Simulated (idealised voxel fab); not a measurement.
voxel released beams: a process module
In the cross-section labelled cut, the width is 205 nm and each square cell is 5 nm.
The cross-sections in this document take the form of a grid made of square cells. They are written out as bands, in order from top to bottom. Each band consists of one or more rows of cells.
Band: top height; bottom height; in nm. Then, left to right: material with width in nm, for each material. "everywhere": a single material spanning edge to edge. "air": empty space.
Height is counted from the level 0, under which the received wafer is composed throughout of one material. The lowest of the bands is not closed at the bottom but continues downward, in the notation "0 -> down".
Graded width ("30->40"): value in top row of band = first number; value in bottom row = second number; row-to-row change constant.
Step note "no change" = no cross-section cell changed.
What "Enclosed void inventory" gives you is every empty space of 8 cells or more that is cut off from the top. Each appears as width x height at distance, with the distance taken from the left edge and width, height and distance all in nm.
That trailing text on a step's line, after the settings, is the simulator's own remark on the step.
overlay nm: on a step with a mask, how far right of its planned place the mask lay; negative means left.

Set out below are the planned steps of the process:
1: op RECEIVE | material Si
2: op CONFORMAL_DEP | material Al2O3 | thk nm 10
3: op DIRECTIONAL_DEP | material SiO2 | thk nm 10
4: op DIRECTIONAL_DEP | material aC | thk nm 10
5: op PATTERN | tone open | mask id ANCHOR | material resist | width nm 35 | thk nm 25 | overlay nm 0
6: op DIRECTIONAL_ETCH | etch materials aC | depth nm 10
7: op STRIP | etch materials resist
8: op DIRECTIONAL_ETCH | etch materials SiO2 | depth nm 10
9: op STRIP | etch materials aC
10: op CONFORMAL_DEP | material polySi | thk nm 15
11: op MASKED_ETCH | tone cover | mask id BEAM | width nm 85 | etch materials polySi | depth nm 15 | overlay nm 0
12: op STRIP | etch materials SiO2

Wafer at receipt (post step 1), cross-section:
- 0 -> down = Si everywhere
- Enclosed void inventory: none

End-of-module XS, first of two wafers, run as planned:
- 35 -> 25 = air 55 nm, polySi 20 nm, air 5 nm, polySi 60 nm, air 65 nm
- 25 -> 20 = air 55 nm, polySi 85 nm, air 65 nm
- 20 -> 10 = air 60 nm, polySi 35 nm, air 110 nm
- 10 -> 0 = Al2O3 everywhere
- 0 -> down = Si everywhere
- Enclosed void inventory: none

Same start, same plan as the first wafer - but one mistake in the run. Cross-section of the second of the two at the end of the module:
- 25 -> 15 = air 55 nm, polySi 20 nm, air 5 nm, polySi 60 nm, air 65 nm
- 15 -> 10 = air 55 nm, polySi 85 nm, air 65 nm
- 10 -> 0 = air 60 nm, polySi 35 nm, air 110 nm
- 0 -> down = Si everywhere
- Enclosed void inventory: none
What broke from the plan during processing? skipped: plan step 2 (never run)
Final cells, second wafer relative to first, materials higher or lower: -82 Al2O3
